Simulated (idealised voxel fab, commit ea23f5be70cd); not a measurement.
Process module name: voxel self aligned vias
Cross-section cut: width 265 nm, square cells of 5 nm.
Notation: cross-section as square-cell grid; stated in bands, top first, going down; one or more cell rows per band. Basically the band line says how high the top is and how high the bottom is, in nm, and then what's in it from left to right, every material with its width in nm. Empty space shows up as "air", and if a single material carries "full width" it runs the full band edge to edge. Note: height 0 marks the level under which the wafer is uniformly one material as received. Lowest band unbounded below, written "z 0 and below". The width entry "30..40" should be interpreted row by row: the top row of cells in the band takes the first number, the bottom row takes the second number, and the change between adjacent rows is uniform throughout. What does "nothing altered" mean for a step? It means no cell of the cross-section changed in that step. You'll see "Sealed cavities" listing empty spaces that have no way open to the top, as long as they're 8 cells or more; the notation is width x height at distance, where the distance is from the left edge, and all of it is in nm. Anything after a step's settings on that line? It's the simulator's own note about the step. A step line may carry the setting "overlay nm", which, for steps involving a mask, states the distance by which the mask lay to the right of its intended position; negative values denote displacement to the left.

**Process steps - plan**
1. RECEIVE: material Si
2. CONFORMAL_DEP: material SiO2, thk nm 15
3. CONFORMAL_DEP: material SiCN, thk nm 5
4. DIRECTIONAL_DEP: material SiO2, thk nm 25
5. PATTERN: tone open, mask id LINES, material resist, width nm 30, pitch nm 70, thk nm 20, overlay nm 0
6. DIRECTIONAL_ETCH: etch materials SiO2, depth nm 25
7. STRIP: etch materials resist
8. CONFORMAL_DEP: material TiN, thk nm 5
9. FILL_DEP: material Ru, thk nm 5
10. CMP: height nm 45
11. SELECTIVE_ETCH: etch materials W Ru TiN, depth nm 10
12. FILL_DEP: material SiN, thk nm 10
13. CMP: height nm 45
14. DIRECTIONAL_DEP: material SiO2, thk nm 15
15. DIRECTIONAL_DEP: material aC, thk nm 15
16. PATTERN: tone open, mask id VIAS, material resist, width nm 40, pitch nm 70, thk nm 35, overlay nm 0
17. DIRECTIONAL_ETCH: etch materials aC, depth nm 15
18. STRIP: etch materials resist
19. DIRECTIONAL_ETCH: etch materials SiO2, depth nm 15
20. DIRECTIONAL_ETCH: etch materials SiN, depth nm 10
21. STRIP: etch materials aC
22. CONFORMAL_DEP: material TiN, thk nm 5
23. FILL_DEP: material W, thk nm 10
24. CMP: height nm 60
25. CONFORMAL_DEP: material SiCN, thk nm 5

**As received (post step 1): cross-section**
> z 0 and below = Si full width
> Sealed cavities: none

**Here's the cross-section of the first of our two wafers at the end of the module - it ran as planned**
> z 65 to 60 = SiCN full width
> z 60 to 50 = 40 of SiO2, 5 of TiN, 30 of W, 5 of TiN, 30 of SiO2, 5 of TiN, 30 of W, 5 of TiN, 30 of SiO2, 5 of TiN, 30 of W, 5 of TiN, 45 of SiO2
> z 50 to 40 = 40..45 of SiO2, 10..5 of TiN, 20 of W, 10..5 of TiN, 30..40 of SiO2, 10..5 of TiN, 20 of W, 10..5 of TiN, 30..40 of SiO2, 10..5 of TiN, 20 of W, 10..5 of TiN, 45..50 of SiO2
> z 40 to 35 = 45 of SiO2, 30 of TiN, 40 of SiO2, 30 of TiN, 40 of SiO2, 30 of TiN, 50 of SiO2
> z 35 to 25 = 45 of SiO2, 5 of TiN, 20 of Ru, 5 of TiN, 40 of SiO2, 5 of TiN, 20 of Ru, 5 of TiN, 40 of SiO2, 5 of TiN, 20 of Ru, 5 of TiN, 50 of SiO2
> z 25 to 20 = 45 of SiO2, 30 of TiN, 40 of SiO2, 30 of TiN, 40 of SiO2, 30 of TiN, 50 of SiO2
> z 20 to 15 = SiCN full width
> z 15 to 0 = SiO2 full width
> z 0 and below = Si full width
> Sealed cavities: none

**Cross-sectional view of the second of two wafers upon completion of the module. This wafer shared its starting condition and process plan with the first; one error was made during its execution**
> z 65 to 60 = SiCN full width
> z 60 to 50 = 40 of SiO2, 5 of TiN, 30 of W, 5 of TiN, 30 of SiO2, 5 of TiN, 30 of W, 5 of TiN, 30 of SiO2, 5 of TiN, 30 of W, 5 of TiN, 45 of SiO2
> z 50 to 40 = 40 of SiO2, 5 of TiN, 20 of W, 15..5 of TiN, 30..40 of SiO2, 5 of TiN, 20 of W, 15..5 of TiN, 30..40 of SiO2, 5 of TiN, 20 of W, 15..5 of TiN, 45..55 of SiO2
> z 40 to 35 = 40 of SiO2, 30 of TiN, 40 of SiO2, 30 of TiN, 40 of SiO2, 30 of TiN, 55 of SiO2
> z 35 to 25 = 40 of SiO2, 5 of TiN, 20 of Ru, 5 of TiN, 40 of SiO2, 5 of TiN, 20 of Ru, 5 of TiN, 40 of SiO2, 5 of TiN, 20 of Ru, 5 of TiN, 55 of SiO2
> z 25 to 20 = 40 of SiO2, 30 of TiN, 40 of SiO2, 30 of TiN, 40 of SiO2, 30 of TiN, 55 of SiO2
> z 20 to 15 = SiCN full width
> z 15 to 0 = SiO2 full width
> z 0 and below = Si full width
> Sealed cavities: none
What broke from the plan during processing? step 5: run off-plan, actual operation and settings PATTERN: tone open, mask id LINES, material resist, width nm 30, pitch nm 70, thk nm 20, overlay nm -5
at the end the second wafer has, in cells: as many of each material as the first, in other places
